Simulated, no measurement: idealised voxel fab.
Presented below is a process module, voxel transistor to metal.
Square cell edge 5 nm, section width 190 nm, ID cut.
This document writes a cross-section as a grid whose cells are square, and gives it as bands, listed from the top down; one or more rows of cells form a band.
Band: top height; bottom height; in nm. Then, left to right: material with width in nm, for each material. "throughout": a single material spanning edge to edge. "blank": empty space.
We count height from 0. Below that, the starting wafer is all one material. The lowest band never ends at the bottom but goes on down; see "z 0 and below" for how that is written.
The two numbers in a width such as "30..40" mark its ends across the band: the first belongs to the top row of cells, the second to the bottom row, and from each row to the next the width moves by the same amount.
Key: "nothing altered" - step with no changed cell in the cross-section.
In the "Entrapped void list" entry, you get each enclosed empty space of 8 cells or more, one with no open way to the top, written width x height at distance, distance from the left edge, in nm.
Read whatever lies past the settings on a step's line as the simulator's own remark about the step.
overlay nm: mask right of planned place by this much (step with mask). Neg. = left.
PLAN
1,RECEIVE, material Si
2,OXIDIZE, depth nm 5
3,CONFORMAL_DEP, material SiN, thk nm 15
4,PATTERN, tone cover, mask id ACTIVE, material resist, width nm 115, thk nm 15, overlay nm 0
5,DIRECTIONAL_ETCH, etch materials SiN, depth nm 15
6,DIRECTIONAL_ETCH, etch materials SiO2, depth nm 5
7,DIRECTIONAL_ETCH, etch materials Si, depth nm 30
8,STRIP, etch materials resist
9,FILL_DEP, material SiO2, thk nm 15
10,CMP, height nm 15
11,SELECTIVE_ETCH, etch materials SiO2, depth nm 15
12,STRIP, etch materials SiN
13,SELECTIVE_ETCH, etch materials SiO2, depth nm 5
14,OXIDIZE, depth nm 5
15,DIRECTIONAL_DEP, material polySi, thk nm 25
16,DIRECTIONAL_DEP, material SiCN, thk nm 10
17,DIRECTIONAL_DEP, material aC, thk nm 10
18,PATTERN, tone cover, mask id GATE, material resist, width nm 25, thk nm 30, overlay nm 0
19,DIRECTIONAL_ETCH, etch materials aC, depth nm 10
20,STRIP, etch materials resist
21,DIRECTIONAL_ETCH, etch materials SiCN, depth nm 20
22,DIRECTIONAL_ETCH, etch materials polySi, depth nm 35
23,STRIP, etch materials aC
24,CONFORMAL_DEP, material SiO2, thk nm 5
25,DIRECTIONAL_ETCH, etch materials SiO2, depth nm 5
26,CONFORMAL_DEP, material SiN, thk nm 5
27,DIRECTIONAL_ETCH, etch materials SiN, depth nm 5
28,DIRECTIONAL_ETCH, etch materials SiO2, depth nm 5
29,DIRECTIONAL_ETCH, etch materials Si, depth nm 10
30,EPI, material SiGe, thk nm 10
31,FILL_DEP, material SiO2, thk nm 5
32,CMP, height nm 30
33,DIRECTIONAL_DEP, material SiO2, thk nm 15
34,DIRECTIONAL_DEP, material aC, thk nm 15
35,PATTERN, tone open, mask id CONTACT, material resist, width nm 30, pitch nm 65, thk nm 30, overlay nm -15
36,DIRECTIONAL_ETCH, etch materials aC, depth nm 15
37,STRIP, etch materials resist
38,DIRECTIONAL_ETCH, etch materials SiO2, depth nm 55
39,STRIP, etch materials aC
40,CONFORMAL_DEP, material TiN, thk nm 5
41,FILL_DEP, material Ru, thk nm 5
42,CMP, height nm 45
43,DIRECTIONAL_DEP, material TiN, thk nm 5
44,DIRECTIONAL_DEP, material Ru, thk nm 25
45,PATTERN, tone cover, mask id METAL_1, material resist, width nm 20, pitch nm 75, thk nm 15, overlay nm 0
46,DIRECTIONAL_ETCH, etch materials Ru, depth nm 25
47,DIRECTIONAL_ETCH, etch materials TiN, depth nm 5
48,STRIP, etch materials resist
49,FILL_DEP, material lowk, thk nm 10
50,CMP, height nm 75
51,CONFORMAL_DEP, material SiCN, thk nm 5
52,DIRECTIONAL_DEP, material SiO2, thk nm 25
53,PATTERN, tone open, mask id METAL_2, material resist, width nm 20, pitch nm 75, thk nm 20, overlay nm 0
54,DIRECTIONAL_ETCH, etch materials SiO2, depth nm 15
55,STRIP, etch materials resist
56,DIRECTIONAL_DEP, material aC, thk nm 15
57,PATTERN, tone open, mask id METAL_2_HOLES, material resist, width nm 15, pitch nm 75, thk nm 35, overlay nm 0
58,DIRECTIONAL_ETCH, etch materials aC, depth nm 15
59,STRIP, etch materials resist
60,DIRECTIONAL_ETCH, etch materials SiO2, depth nm 10
61,DIRECTIONAL_ETCH, etch materials SiCN, depth nm 5
62,STRIP, etch materials aC
63,CONFORMAL_DEP, material TiN, thk nm 5
64,FILL_DEP, material Cu, thk nm 5
65,CMP, height nm 105
66,CONFORMAL_DEP, material SiCN, thk nm 5
varied across the wafers: overlay nm of step 35. The plan shows the first wafer's value. All wafers start alike
THE FIRST OF SEVERAL WAFERS IN CROSS-SECTION, EXACTLY AS IT REACHED US AFTER STEP 1
> z 0 and below | Si throughout
> Entrapped void list: none
THE FIGURE BELOW PRESENTS A CROSS-SECTION OF THE FIRST OF SEVERAL WAFERS AT THE CONCLUSION OF THE MODULE, FOLLOWING ITS LAST STEP, STEP 66
> z 110 to 105 | SiCN throughout
> z 105 to 95 | 45 of SiO2, 5 of TiN, 10 of Cu, 5 of TiN, 55 of SiO2, 5 of TiN, 10 of Cu, 5 of TiN, 50 of SiO2
> z 95 to 90 | 45 of SiO2, 5 of TiN, 5 of Cu, 10 of TiN, 55 of SiO2, 5 of TiN, 5 of Cu, 10 of TiN, 50 of SiO2
> z 90 to 80 | 45 of SiO2, 5 of TiN, 5 of Cu, 5 of TiN, 60 of SiO2, 5 of TiN, 5 of Cu, 5 of TiN, 55 of SiO2
> z 80 to 75 | 45 of SiCN, 15 of TiN, 60 of SiCN, 15 of TiN, 55 of SiCN
> z 75 to 50 | 45 of lowk, 20 of Ru, 55 of lowk, 20 of Ru, 50 of lowk
> z 50 to 45 | 45 of lowk, 20 of TiN, 55 of lowk, 20 of TiN, 50 of lowk
> z 45 to 35 | 30 of SiO2, 5 of TiN, 20 of Ru, 5 of TiN, 35 of SiO2, 5 of TiN, 20 of Ru, 5 of TiN, 65 of SiO2
> z 35 to 30 | 30 of SiO2, 5 of TiN, 20 of Ru, 5 of TiN, 35 of SiO2, 30 of TiN, 65 of SiO2
> z 30 to 20 | 30 of SiO2, 5 of TiN, 20 of Ru, 5 of TiN, 10 of SiO2, 5 of SiN, 5 of SiO2, 25 of SiCN, 5 of TiN, 5 of SiN, 10 of TiN, 65 of SiO2
> z 20 to 0 | 30 of SiO2, 5 of TiN, 20 of Ru, 5 of TiN, 10 of SiO2, 5 of SiN, 5 of SiO2, 25 of polySi, 5 of TiN, 5 of SiN, 10 of TiN, 65 of SiO2
> z 0 to -5 | 30 of SiO2, 5 of TiN, 20 of Ru, 5 of TiN, 10 of SiGe, 5 of SiN, 5 of SiO2, 25 of polySi, 5 of TiN, 5 of SiN, 10 of SiGe, 65 of SiO2
> z -5 to -10 | 30 of SiO2, 30 of TiN, 10 of SiGe, 35 of SiO2, 5 of TiN, 5 of SiO2, 10 of SiGe, 65 of SiO2
> z -10 to -20 | 35 of SiO2, 35 of SiGe, 45 of Si, 35 of SiGe, 40 of SiO2
> z -20 to -35 | 35 of SiO2, 115 of Si, 40 of SiO2
> z -35 and below | Si throughout
> Entrapped void list: none
MODULE END, FINAL WAFER: CROSS-SECTION
> z 110 to 105 | SiCN throughout
> z 105 to 95 | 45 of SiO2, 5 of TiN, 10 of Cu, 5 of TiN, 55 of SiO2, 5 of TiN, 10 of Cu, 5 of TiN, 50 of SiO2
> z 95 to 90 | 45 of SiO2, 5 of TiN, 5 of Cu, 10 of TiN, 55 of SiO2, 5 of TiN, 5 of Cu, 10 of TiN, 50 of SiO2
> z 90 to 80 | 45 of SiO2, 5 of TiN, 5 of Cu, 5 of TiN, 60 of SiO2, 5 of TiN, 5 of Cu, 5 of TiN, 55 of SiO2
> z 80 to 75 | 45 of SiCN, 15 of TiN, 60 of SiCN, 15 of TiN, 55 of SiCN
> z 75 to 50 | 45 of lowk, 20 of Ru, 55 of lowk, 20 of Ru, 50 of lowk
> z 50 to 45 | 45 of lowk, 20 of TiN, 55 of lowk, 20 of TiN, 50 of lowk
> z 45 to 35 | 60 of SiO2, 5 of TiN, 20 of Ru, 5 of TiN, 35 of SiO2, 5 of TiN, 20 of Ru, 5 of TiN, 35 of SiO2
> z 35 to 30 | 60 of SiO2, 30 of TiN, 35 of SiO2, 5 of TiN, 20 of Ru, 5 of TiN, 35 of SiO2
> z 30 to 20 | 60 of SiO2, 10 of TiN, 5 of SiN, 5 of TiN, 25 of SiCN, 5 of SiO2, 5 of SiN, 10 of SiO2, 5 of TiN, 20 of Ru, 5 of TiN, 35 of SiO2
> z 20 to 0 | 60 of SiO2, 10 of TiN, 5 of SiN, 5 of TiN, 25 of polySi, 5 of SiO2, 5 of SiN, 10 of SiO2, 5 of TiN, 20 of Ru, 5 of TiN, 35 of SiO2
> z 0 to -5 | 60 of SiO2, 10 of SiGe, 5 of SiN, 5 of TiN, 25 of polySi, 5 of SiO2, 5 of SiN, 10 of SiGe, 5 of TiN, 20 of Ru, 5 of TiN, 35 of SiO2
> z -5 to -10 | 60 of SiO2, 10 of SiGe, 5 of SiO2, 5 of TiN, 35 of SiO2, 10 of SiGe, 30 of TiN, 35 of SiO2
> z -10 to -20 | 35 of SiO2, 35 of SiGe, 45 of Si, 35 of SiGe, 40 of SiO2
> z -20 to -35 | 35 of SiO2, 115 of Si, 40 of SiO2
> z -35 and below | Si throughout
> Entrapped void list: none
TABULATED BELOW, WAFER BY WAFER, ARE THE END-OF-MODULE RESULTS: FOR EACH MATERIAL, THE NUMBER OF CELLS GAINED (+) OR LOST (-) RELATIVE TO THE AS-RECEIVED STATE, FOLLOWED BY THE CLOSED VOIDS
overlay nm -15 | +14 Cu | +88 Ru | -179 Si | +80 SiCN | +36 SiGe | +14 SiN | +486 SiO2 | +92 TiN | +180 lowk | +25 polySi | Entrapped void list: none
overlay nm -10 | +14 Cu | +92 Ru | -179 Si | +80 SiCN | +36 SiGe | +14 SiN | +480 SiO2 | +94 TiN | +180 lowk | +25 polySi | Entrapped void list: none
overlay nm -5 | +14 Cu | +96 Ru | -179 Si | +80 SiCN | +36 SiGe | +14 SiN | +474 SiO2 | +96 TiN | +180 lowk | +25 polySi | Entrapped void list: none
overlay nm 0 | +14 Cu | +96 Ru | -179 Si | +80 SiCN | +36 SiGe | +14 SiN | +482 SiO2 | +88 TiN | +180 lowk | +25 polySi | Entrapped void list: none
overlay nm 5 | +14 Cu | +96 Ru | -179 Si | +80 SiCN | +36 SiGe | +14 SiN | +474 SiO2 | +96 TiN | +180 lowk | +25 polySi | Entrapped void list: none
overlay nm 10 | +14 Cu | +92 Ru | -179 Si | +80 SiCN | +36 SiGe | +14 SiN | +480 SiO2 | +94 TiN | +180 lowk | +25 polySi | Entrapped void list: none
overlay nm 15 | +14 Cu | +88 Ru | -179 Si | +80 SiCN | +36 SiGe | +14 SiN | +486 SiO2 | +92 TiN | +180 lowk | +25 polySi | Entrapped void list: none
